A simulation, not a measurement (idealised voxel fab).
The process module that follows is named voxel capacitor over wiring.
Xsec cut, 300 nm wide, square cell size 5 nm.
Format of a cross-section: grid, square cells. Given as bands. Order: top down. Band: one or more rows of cells.
Each band's line starts with the height of the band's top and of its bottom, in nm. Then come its materials from left to right, each with its width in nm. One material with "everywhere" fills the band from edge to edge. "blank" is empty space.
The reference from which all heights are counted is 0, the level beneath which the as-received wafer is entirely one material; the lowest band, having no lower bound, proceeds downward and is written after the example "top 0, no bottom".
Width "30..40": first value at the band's top row of cells, second value at its bottom row, equal change from row to row.
Any step labelled "remained unchanged" changed none of the cells in the cross-section.
Enclosed voids (no open way to top), threshold 8 cells or more, entry "Cavities, sealed", notation width x height at distance, distance from left edge, nm.
If you see something after the settings on a step's line, that's the simulator's own remark about that step.
If you see "overlay nm" on a step's line and that step has a mask, it's telling you how far right of where it was planned the mask ended up; a negative number means it went left instead.
-- plan
step 1: RECEIVE [material Si]
step 2: CONFORMAL_DEP [material SiO2] [thk nm 15]
step 3: CONFORMAL_DEP [material SiN] [thk nm 5]
step 4: DIRECTIONAL_DEP [material lowk] [thk nm 20]
step 5: DIRECTIONAL_DEP [material aC] [thk nm 15]
step 6: PATTERN [tone open] [mask id METAL_1] [material resist] [width nm 20] [pitch nm 85] [thk nm 30] [overlay nm 0]
step 7: DIRECTIONAL_ETCH [etch materials aC] [depth nm 15]
step 8: STRIP [etch materials resist]
step 9: DIRECTIONAL_ETCH [etch materials lowk] [depth nm 20]
step 10: DIRECTIONAL_ETCH [etch materials SiN] [depth nm 5]
step 11: STRIP [etch materials aC]
step 12: CONFORMAL_DEP [material TiN] [thk nm 5]
step 13: FILL_DEP [material Cu] [thk nm 10]
step 14: CMP [height nm 40]
step 15: CONFORMAL_DEP [material SiCN] [thk nm 5]
step 16: DIRECTIONAL_DEP [material lowk] [thk nm 20]
step 17: PATTERN [tone open] [mask id PLUG_1] [material resist] [width nm 15] [thk nm 20] [overlay nm 0]
step 18: DIRECTIONAL_ETCH [etch materials lowk] [depth nm 20]
step 19: DIRECTIONAL_ETCH [etch materials SiCN] [depth nm 5]
step 20: STRIP [etch materials resist]
step 21: EPI [material Ru] [thk nm 10]
step 22: EPI [material Ru] [thk nm 10]
step 23: EPI [material Ru] [thk nm 5]
step 24: DIRECTIONAL_DEP [material TiN] [thk nm 5]
step 25: DIRECTIONAL_DEP [material SiN] [thk nm 5]
step 26: DIRECTIONAL_DEP [material TiN] [thk nm 10]
step 27: PATTERN [tone cover] [mask id UPPER_PLATE] [material resist] [width nm 70] [thk nm 15] [overlay nm 0]
step 28: DIRECTIONAL_ETCH [etch materials TiN] [depth nm 10]
step 29: DIRECTIONAL_ETCH [etch materials SiN] [depth nm 5]
step 30: STRIP [etch materials resist]
step 31: MASKED_ETCH [tone cover] [mask id LOWER_PLATE] [width nm 80] [etch materials TiN] [depth nm 5] [overlay nm 0]
step 32: FILL_DEP [material SiO2] [thk nm 20]
step 33: CMP [height nm 100]
step 34: MASKED_ETCH [tone open] [mask id PLUG_2] [width nm 15] [etch materials SiO2] [depth nm 15] [overlay nm 0]
step 35: CONFORMAL_DEP [material TiN] [thk nm 5]
step 36: FILL_DEP [material Cu] [thk nm 10]
step 37: CMP [height nm 100]
step 38: CONFORMAL_DEP [material SiCN] [thk nm 5]
-- First wafer out of two, processed as planned
-- As-received wafer cross-section (after step 1)
- top 0, no bottom  Si everywhere
- Cavities, sealed: none
-- after step 2
- top 15, bottom 0  SiO2 everywhere
- Below 0 it's all the same as before, nothing changed down there.
-- after step 3
- top 20, bottom 15  SiN everywhere
- Below 15 it's all the same as before, nothing changed down there.
-- after step 4
- top 40, bottom 20  lowk everywhere
- Below 20 it's all the same as before, nothing changed down there.
-- after step 5
- top 55, bottom 40  aC everywhere
- Below 40 it's all the same as before, nothing changed down there.
-- after step 6
- top 85, bottom 55  95 resist  20 blank  65 resist  20 blank  100 resist
- Below 55 it's all the same as before, nothing changed down there.
-- after step 7
- top 70, bottom 55  95 resist  20 blank  65 resist  20 blank  100 resist
- top 55, bottom 40  95 aC  20 blank  65 aC  20 blank  100 aC
- Below 40 it's all the same as before, nothing changed down there.
-- after step 8
- top 55, bottom 40  95 aC  20 blank  65 aC  20 blank  100 aC
- Below 40 it's all the same as before, nothing changed down there.
-- after step 9
- top 55, bottom 40  95 aC  20 blank  65 aC  20 blank  100 aC
- top 40, bottom 20  95 lowk  20 blank  65 lowk  20 blank  100 lowk
- Below 20 it's all the same as before, nothing changed down there.
-- after step 10
- top 55, bottom 40  95 aC  20 blank  65 aC  20 blank  100 aC
- top 40, bottom 20  95 lowk  20 blank  65 lowk  20 blank  100 lowk
- top 20, bottom 15  95 SiN  20 blank  65 SiN  20 blank  100 SiN
- Below 15 it's all the same as before, nothing changed down there.
-- after step 11
- top 40, bottom 20  95 lowk  20 blank  65 lowk  20 blank  100 lowk
- Below 20 it's all the same as before, nothing changed down there.
-- after step 12
- top 45, bottom 40  100 TiN  10 blank  75 TiN  10 blank  105 TiN
- top 40, bottom 20  95 lowk  5 TiN  10 blank  5 TiN  65 lowk  5 TiN  10 blank  5 TiN  100 lowk
- top 20, bottom 15  95 SiN  20 TiN  65 SiN  20 TiN  100 SiN
- Below 15 it's all the same as before, nothing changed down there.
-- after step 13
- top 55, bottom 45  Cu everywhere
- top 45, bottom 40  100 TiN  10 Cu  75 TiN  10 Cu  105 TiN
- top 40, bottom 20  95 lowk  5 TiN  10 Cu  5 TiN  65 lowk  5 TiN  10 Cu  5 TiN  100 lowk
- Below 20 it's all the same as before, nothing changed down there.
-- after step 14
- top 40, bottom 20  95 lowk  5 TiN  10 Cu  5 TiN  65 lowk  5 TiN  10 Cu  5 TiN  100 lowk
- Below 20 it's all the same as before, nothing changed down there.
-- after step 15
- top 45, bottom 40  SiCN everywhere
- Below 40 it's all the same as before, nothing changed down there.
-- after step 16
- top 65, bottom 45  lowk everywhere
- Below 45 it's all the same as before, nothing changed down there.
-- after step 17
- top 85, bottom 65  100 resist  15 blank  185 resist
- Below 65 it's all the same as before, nothing changed down there.
-- after step 18
- top 85, bottom 65  100 resist  15 blank  185 resist
- top 65, bottom 45  100 lowk  15 blank  185 lowk
- Below 45 it's all the same as before, nothing changed down there.
-- after step 19
- top 85, bottom 65  100 resist  15 blank  185 resist
- top 65, bottom 45  100 lowk  15 blank  185 lowk
- top 45, bottom 40  100 SiCN  15 blank  185 SiCN
- Below 40 it's all the same as before, nothing changed down there.
-- after step 20
- top 65, bottom 45  100 lowk  15 blank  185 lowk
- Below 45 it's all the same as before, nothing changed down there.
-- after step 21
- top 65, bottom 50  100 lowk  15 blank  185 lowk
- top 50, bottom 45  100 lowk  15 Ru  185 lowk
- top 45, bottom 40  100 SiCN  15 Ru  185 SiCN
- Below 40 it's all the same as before, nothing changed down there.
-- after step 22
- top 65, bottom 60  100 lowk  15 blank  185 lowk
- top 60, bottom 45  100 lowk  15 Ru  185 lowk
- Below 45 it's all the same as before, nothing changed down there.
-- after step 23
- top 65, bottom 45  100 lowk  15 Ru  185 lowk
- Below 45 it's all the same as before, nothing changed down there.
-- after step 24
- top 70, bottom 65  TiN everywhere
- Below 65 it's all the same as before, nothing changed down there.
-- after step 25
- top 75, bottom 70  SiN everywhere
- Below 70 it's all the same as before, nothing changed down there.
-- after step 26
- top 85, bottom 75  TiN everywhere
- Below 75 it's all the same as before, nothing changed down there.
-- after step 27
- top 100, bottom 85  100 blank  70 resist  130 blank
- Below 85 it's all the same as before, nothing changed down there.
-- after step 28
- top 100, bottom 85  100 blank  70 resist  130 blank
- top 85, bottom 75  100 blank  70 TiN  130 blank
- Below 75 it's all the same as before, nothing changed down there.
-- after step 29
- top 100, bottom 85  100 blank  70 resist  130 blank
- top 85, bottom 75  100 blank  70 TiN  130 blank
- top 75, bottom 70  100 blank  70 SiN  130 blank
- Below 70 it's all the same as before, nothing changed down there.
-- after step 30
- top 85, bottom 75  100 blank  70 TiN  130 blank
- Below 75 it's all the same as before, nothing changed down there.
-- after step 31
- top 85, bottom 75  100 blank  70 TiN  130 blank
- top 75, bottom 70  100 blank  70 SiN  130 blank
- top 70, bottom 65  95 blank  80 TiN  125 blank
- Below 65 it's all the same as before, nothing changed down there.
-- after step 32
- top 105, bottom 85  SiO2 everywhere
- top 85, bottom 75  100 SiO2  70 TiN  130 SiO2
- top 75, bottom 70  100 SiO2  70 SiN  130 SiO2
- top 70, bottom 65  95 SiO2  80 TiN  125 SiO2
- Below 65 it's all the same as before, nothing changed down there.
-- after step 33
- top 100, bottom 85  SiO2 everywhere
- Below 85 it's all the same as before, nothing changed down there.
-- after step 34
- top 100, bottom 85  110 SiO2  15 blank  175 SiO2
- Below 85 it's all the same as before, nothing changed down there.
-- after step 35
- top 105, bottom 100  115 TiN  5 blank  180 TiN
- top 100, bottom 90  110 SiO2  5 TiN  5 blank  5 TiN  175 SiO2
- top 90, bottom 85  110 SiO2  15 TiN  175 SiO2
- Below 85 it's all the same as before, nothing changed down there.
-- after step 36
- top 115, bottom 105  Cu everywhere
- top 105, bottom 100  115 TiN  5 Cu  180 TiN
- top 100, bottom 90  110 SiO2  5 TiN  5 Cu  5 TiN  175 SiO2
- Below 90 it's all the same as before, nothing changed down there.
-- after step 37
- top 100, bottom 90  110 SiO2  5 TiN  5 Cu  5 TiN  175 SiO2
- Below 90 it's all the same as before, nothing changed down there.
-- after step 38
- top 105, bottom 100  SiCN everywhere
- Below 100 it's all the same as before, nothing changed down there.
-- Regarding the second of the two wafers: it shared the first wafer's starting condition and process plan, yet one error occurred during its execution. Its history coincides with that of the first wafer up to and including step 15
-- Second wafer at the planned finish of step 16, seen in cross-section
- top 60, bottom 45  lowk everywhere
- Below 45 it's all the same as before, nothing changed down there.
-- Second wafer at the planned finish of step 17, seen in cross-section
- top 80, bottom 60  100 resist  15 blank  185 resist
- Below 60 it's all the same as before, nothing changed down there.
-- Second wafer at the planned finish of step 18, seen in cross-section
- top 80, bottom 60  100 resist  15 blank  185 resist
- top 60, bottom 45  100 lowk  15 blank  185 lowk
- Below 45 it's all the same as before, nothing changed down there.
-- Second wafer at the planned finish of step 19, seen in cross-section
- top 80, bottom 60  100 resist  15 blank  185 resist
- top 60, bottom 45  100 lowk  15 blank  185 lowk
- top 45, bottom 40  100 SiCN  15 blank  185 SiCN
- Below 40 it's all the same as before, nothing changed down there.
-- Second wafer at the planned finish of step 20, seen in cross-section
- top 60, bottom 45  100 lowk  15 blank  185 lowk
- Below 45 it's all the same as before, nothing changed down there.
-- Second wafer at the planned finish of step 21, seen in cross-section
- top 60, bottom 50  100 lowk  15 blank  185 lowk
- top 50, bottom 45  100 lowk  15 Ru  185 lowk
- top 45, bottom 40  100 SiCN  15 Ru  185 SiCN
- Below 40 it's all the same as before, nothing changed down there.
-- Second wafer at the planned finish of step 22, seen in cross-section
- top 60, bottom 45  100 lowk  15 Ru  185 lowk
- Below 45 it's all the same as before, nothing changed down there.
-- Second wafer at the planned finish of step 23, seen in cross-section
- top 65, bottom 60  95 blank  25 Ru  180 blank
- Below 60 it's all the same as before, nothing changed down there.
-- Second wafer at the planned finish of step 24, seen in cross-section
- top 70, bottom 65  95 blank  25 TiN  180 blank
- top 65, bottom 60  95 TiN  25 Ru  180 TiN
- Below 60 it's all the same as before, nothing changed down there.
-- Second wafer at the planned finish of step 25, seen in cross-section
- top 75, bottom 70  95 blank  25 SiN  180 blank
- top 70, bottom 65  95 SiN  25 TiN  180 SiN
- Below 65 it's all the same as before, nothing changed down there.
-- Second wafer at the planned finish of step 26, seen in cross-section
- top 85, bottom 80  95 blank  25 TiN  180 blank
- top 80, bottom 75  TiN everywhere
- top 75, bottom 70  95 TiN  25 SiN  180 TiN
- Below 70 it's all the same as before, nothing changed down there.
-- Second wafer at the planned finish of step 27, seen in cross-section
- top 100, bottom 85  100 blank  70 resist  130 blank
- top 85, bottom 80  95 blank  25 TiN  50 resist  130 blank
- Below 80 it's all the same as before, nothing changed down there.
-- Second wafer at the planned finish of step 28, seen in cross-section
- top 100, bottom 85  100 blank  70 resist  130 blank
- top 85, bottom 80  100 blank  20 TiN  50 resist  130 blank
- top 80, bottom 75  100 blank  70 TiN  130 blank
- top 75, bottom 70  95 blank  25 SiN  50 TiN  130 blank
- Below 70 it's all the same as before, nothing changed down there.
-- Second wafer at the planned finish of step 29, seen in cross-section
- top 100, bottom 85  100 blank  70 resist  130 blank
- top 85, bottom 80  100 blank  20 TiN  50 resist  130 blank
- top 80, bottom 75  100 blank  70 TiN  130 blank
- top 75, bottom 70  100 blank  20 SiN  50 TiN  130 blank
- top 70, bottom 65  95 blank  25 TiN  50 SiN  130 blank
- Below 65 it's all the same as before, nothing changed down there.
-- Second wafer at the planned finish of step 30, seen in cross-section
- top 85, bottom 75  100 blank  20..70 TiN  180..130 blank
- Below 75 it's all the same as before, nothing changed down there.
-- Second wafer at the planned finish of step 31, seen in cross-section
- top 85, bottom 75  100 blank  20..70 TiN  180..130 blank
- top 75, bottom 70  100 blank  20 SiN  50 TiN  130 blank
- top 70, bottom 65  95 blank  25 TiN  50 SiN  130 blank
- top 65, bottom 60  95 blank  25 Ru  55 TiN  125 blank
- Below 60 it's all the same as before, nothing changed down there.
-- Second wafer at the planned finish of step 32, seen in cross-section
- top 105, bottom 85  SiO2 everywhere
- top 85, bottom 75  100 SiO2  20..70 TiN  180..130 SiO2
- top 75, bottom 70  100 SiO2  20 SiN  50 TiN  130 SiO2
- top 70, bottom 65  95 SiO2  25 TiN  50 SiN  130 SiO2
- top 65, bottom 60  95 SiO2  25 Ru  55 TiN  125 SiO2
- Below 60 it's all the same as before, nothing changed down there.
-- Second wafer at the planned finish of step 33, seen in cross-section
- top 100, bottom 85  SiO2 everywhere
- Below 85 it's all the same as before, nothing changed down there.
-- Second wafer at the planned finish of step 34, seen in cross-section
- top 100, bottom 85  110 SiO2  15 blank  175 SiO2
- Below 85 it's all the same as before, nothing changed down there.
-- Second wafer at the planned finish of step 35, seen in cross-section
- top 105, bottom 100  115 TiN  5 blank  180 TiN
- top 100, bottom 90  110 SiO2  5 TiN  5 blank  5 TiN  175 SiO2
- top 90, bottom 80  110..100 SiO2  15..20 TiN  175..180 SiO2
- Below 80 it's all the same as before, nothing changed down there.
-- Second wafer at the planned finish of step 36, seen in cross-section
- top 115, bottom 105  Cu everywhere
- top 105, bottom 100  115 TiN  5 Cu  180 TiN
- top 100, bottom 90  110 SiO2  5 TiN  5 Cu  5 TiN  175 SiO2
- Below 90 it's all the same as before, nothing changed down there.
-- Second wafer at the planned finish of step 37, seen in cross-section
- top 100, bottom 90  110 SiO2  5 TiN  5 Cu  5 TiN  175 SiO2
- Below 90 it's all the same as before, nothing changed down there.
-- Second wafer at the planned finish of step 38, seen in cross-section
- top 105, bottom 100  SiCN everywhere
- Below 100 it's all the same as before, nothing changed down there.
What was the processing mistake? for step 16, the planned setting was not used; the step was instead run as DIRECTIONAL_DEP [material lowk] [thk nm 15]
Materials where the second wafer ends with more or fewer cells than the first: Ru +2, SiO2 +55, lowk -57
